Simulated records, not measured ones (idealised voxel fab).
process module | voxel released beams
cross-section cut | 290 nm wide | cells 5 nm
A cross-section is a grid of square cells, given in bands from the top down. A band is one or more rows of cells.
Each band's line starts with the height of the band's top and of its bottom, in nm. Then come its materials from left to right, each with its width in nm. One material with "throughout" fills the band from edge to edge. "air" is empty space.
Height 0 is the level under which the wafer as received is all one material. The lowest band goes on downwards, as in "0 down".
A width such as "30 to 40" changes by the same amount from each row of cells to the next, from the band's top row to its bottom row.
"no change" after a step means that no cell of the cross-section changed.
closed voids: empty space of 8 cells or more with no open way to the top, each as width x height at its distance from the left edge, in nm
after a step's settings: what the simulator itself notes on the step
overlay nm, on a step with a mask: how far to the right of its planned place the mask lay; to the left if negative
plan
1 op RECEIVE | material Si
2 op CONFORMAL_DEP | material SiN | thk nm 5
3 op DIRECTIONAL_DEP | material SiO2 | thk nm 10
4 op DIRECTIONAL_DEP | material aC | thk nm 10
5 op PATTERN | tone open | mask id ANCHOR | material resist | width nm 40 | thk nm 25 | overlay nm 0
6 op DIRECTIONAL_ETCH | etch materials aC | depth nm 10
7 op STRIP | etch materials resist
8 op DIRECTIONAL_ETCH | etch materials SiO2 | depth nm 10
9 op STRIP | etch materials aC
10 op CONFORMAL_DEP | material W | thk nm 15
11 op MASKED_ETCH | tone cover | mask id BEAM | width nm 120 | etch materials W | depth nm 15 | overlay nm 0
12 op STRIP | etch materials SiO2
as received, after step 1
  0 down: Si throughout
  closed voids: none
a wafer at the end: this start, this plan, one mistake
  15 to 5: air 85 | W 15 | air 10 | W 15 | air 165
  5 to 0: SiN throughout
  0 down: Si throughout
  closed voids: none
what went wrong: step 11 ran as: op MASKED_ETCH | tone open | mask id BEAM | width nm 120 | etch materials W | depth nm 15 | overlay nm 0
